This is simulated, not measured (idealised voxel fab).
This is a process module. Its name is voxel transistor to metal.
Cross-section cut spans 155 nm and uses square cells 5 nm in size.
Reading order for cross-sections: top band down to bottom band. Underlying form: a grid of square cells. Band size: one or more rows of cells. Quick guide to a band line: top height, bottom height (nm) up front; then every material left to right with its width in nm. Only one material and it's marked "everywhere"? Then it fills the band edge to edge. And "air" just means empty space. Heads up on the height convention: 0 is the point under which the incoming wafer is all one material, and the lowest band has no bottom, it just keeps going down, like "0 down". Width: "30->40" (first number = top row, second number = bottom row, same change from row to row of cells). Step marked "remained the same"? Then no cell in the cross-section changed in it. "Unvented internal voids" specifies each empty space that is not open to the top and that occupies no fewer than 8 cells, using the form width x height at distance, the distance measured from the left edge and all three quantities in nm. On each step's line, the part that comes after the settings is the simulator's own comment on the step. overlay nm: mask right of planned place by this much (step with mask). Neg. = left.
The process steps that were planned are listed below:
1,op RECEIVE | material Si
2,op CONFORMAL_DEP | material SiO2 | thk nm 5
3,op CONFORMAL_DEP | material SiN | thk nm 15
4,op PATTERN | tone cover | mask id ACTIVE | material resist | width nm 105 | thk nm 15 | overlay nm 0
5,op DIRECTIONAL_ETCH | etch materials SiN | depth nm 15
6,op DIRECTIONAL_ETCH | etch materials SiO2 | depth nm 5
7,op DIRECTIONAL_ETCH | etch materials Si | depth nm 20
8,op STRIP | etch materials resist
9,op OXIDIZE | depth nm 5
10,op FILL_DEP | material SiO2 | thk nm 15
11,op CMP | height nm 20
12,op SELECTIVE_ETCH | etch materials SiO2 | depth nm 15
13,op STRIP | etch materials SiN
14,op SELECTIVE_ETCH | etch materials SiO2 | depth nm 5
15,op OXIDIZE | depth nm 5
16,op DIRECTIONAL_DEP | material polySi | thk nm 30
17,op DIRECTIONAL_DEP | material SiCN | thk nm 10
18,op DIRECTIONAL_DEP | material aC | thk nm 10
19,op PATTERN | tone cover | mask id GATE | material resist | width nm 25 | thk nm 30 | overlay nm 0
20,op DIRECTIONAL_ETCH | etch materials aC | depth nm 10
21,op STRIP | etch materials resist
22,op DIRECTIONAL_ETCH | etch materials SiCN | depth nm 20
23,op DIRECTIONAL_ETCH | etch materials polySi | depth nm 40
24,op STRIP | etch materials aC
25,op CONFORMAL_DEP | material SiO2 | thk nm 5
26,op DIRECTIONAL_ETCH | etch materials SiO2 | depth nm 5
27,op CONFORMAL_DEP | material SiN | thk nm 10
28,op DIRECTIONAL_ETCH | etch materials SiN | depth nm 10
29,op DIRECTIONAL_ETCH | etch materials SiO2 | depth nm 5
30,op DIRECTIONAL_ETCH | etch materials Si | depth nm 15
31,op EPI | material nSi | thk nm 15
32,op FILL_DEP | material SiO2 | thk nm 10
33,op CMP | height nm 40
34,op DIRECTIONAL_DEP | material SiO2 | thk nm 15
35,op PATTERN | tone open | mask id CONTACT | material resist | width nm 30 | pitch nm 65 | thk nm 20 | overlay nm 0
36,op DIRECTIONAL_ETCH | etch materials SiO2 | depth nm 60
37,op STRIP | etch materials resist
38,op CONFORMAL_DEP | material TiN | thk nm 5
39,op FILL_DEP | material Ru | thk nm 5
40,op CMP | height nm 55
41,op CONFORMAL_DEP | material SiCN | thk nm 5
42,op DIRECTIONAL_DEP | material SiO2 | thk nm 25
43,op MASKED_ETCH | tone open | mask id METAL_1 | width nm 20 | pitch nm 75 | etch materials SiO2 | depth nm 25 | overlay nm 0
44,op MASKED_ETCH | tone open | mask id METAL_1 | width nm 20 | pitch nm 75 | etch materials SiCN | depth nm 5 | overlay nm 0
45,op CONFORMAL_DEP | material TiN | thk nm 5
46,op FILL_DEP | material Cu | thk nm 5
47,op CMP | height nm 85
48,op CONFORMAL_DEP | material SiN | thk nm 5
Heads up: all these wafers start the same, and what changes between them is the thk nm in step 45. The value you see in the plan is just what the first wafer got.
Cross-section of the first of several wafers as received (after step 1):
- 0 down | Si everywhere
- Unvented internal voids: none
Table: wafers, a row each; end-of-module cell change per material since receipt, gain (+), loss (-); then closed voids:
thk nm 5; +20 Cu; +40 Ru; -103 Si; +33 SiCN; +63 SiN; +355 SiO2; +78 TiN; +42 nSi; +30 polySi; Unvented internal voids: none
thk nm 10; +40 Ru; -103 Si; +33 SiCN; +63 SiN; +355 SiO2; +98 TiN; +42 nSi; +30 polySi; Unvented internal voids: none
thk nm 15; +40 Ru; -103 Si; +33 SiCN; +63 SiN; +355 SiO2; +98 TiN; +42 nSi; +30 polySi; Unvented internal voids: none
thk nm 20; +40 Ru; -103 Si; +33 SiCN; +63 SiN; +355 SiO2; +98 TiN; +42 nSi; +30 polySi; Unvented internal voids: none
